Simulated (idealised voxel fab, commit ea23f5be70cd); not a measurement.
The following process module bears the name voxel released beams.
215 nm wide, 5 nm square cells: that's cross-section cut.
A cross-section is written here as square cells arranged in a grid, and it is given in bands from the top down, each band taking up one or more rows of cells. Heads up on the band format: heights come first, top then bottom, in nm. After that it's the materials left to right, each with its width in nm. A single material flagged "all across" fills the whole band edge to edge, and "blank" means there's empty space there. Below 0: as-received wafer, all one material; heights counted from there. Lowest band: no bottom, goes on down, written "top 0, no bottom". Width spec "30..40" -> top row of cells at first value, bottom row at second value, equal per-row change in between. "same as before" (step): cross-section cells unchanged, all of them. In "Closed void inventory" the enclosed voids are listed, meaning empty spaces of 8 cells or larger without any opening to the top. The form is width x height at distance, distance from the left edge, units nm. Text after the settings on a step's line: the simulator's own remark on that step. On any step carrying a mask, the "overlay nm" setting, if present on the step's line, tells how far right of its planned place the mask lay; negative values point to the left.

### Here's what the planned process steps look like
1 op RECEIVE | material Si
2 op CONFORMAL_DEP | material Al2O3 | thk nm 5
3 op DIRECTIONAL_DEP | material SiO2 | thk nm 10
4 op PATTERN | tone open | mask id ANCHOR | material resist | width nm 45 | thk nm 20 | overlay nm 0
5 op DIRECTIONAL_ETCH | etch materials SiO2 | depth nm 10
6 op STRIP | etch materials resist
7 op CONFORMAL_DEP | material W | thk nm 15
8 op MASKED_ETCH | tone cover | mask id BEAM | width nm 130 | etch materials W | depth nm 15 | overlay nm 0
9 op STRIP | etch materials SiO2

### As-received wafer cross-section (after step 1)
top 0, no bottom = Si all across
Closed void inventory: none

### Starting structure and process plan are as shown above, but one mistake was made in running the module; the wafer cross-section at the end of the module follows
top 30, bottom 20 = blank (45) | W (15) | blank (15) | W (100) | blank (40)
top 20, bottom 15 = blank (45) | W (130) | blank (40)
top 15, bottom 5 = blank (45) | W (45) | blank (125)
top 5, bottom 0 = Al2O3 all across
top 0, no bottom = Si all across
Closed void inventory: none
What was done differently from what was planned? so step 8 ended up running with a different setting than we planned, it ran as op MASKED_ETCH | tone cover | mask id BEAM | width nm 130 | etch materials W | depth nm 15 | overlay nm 5
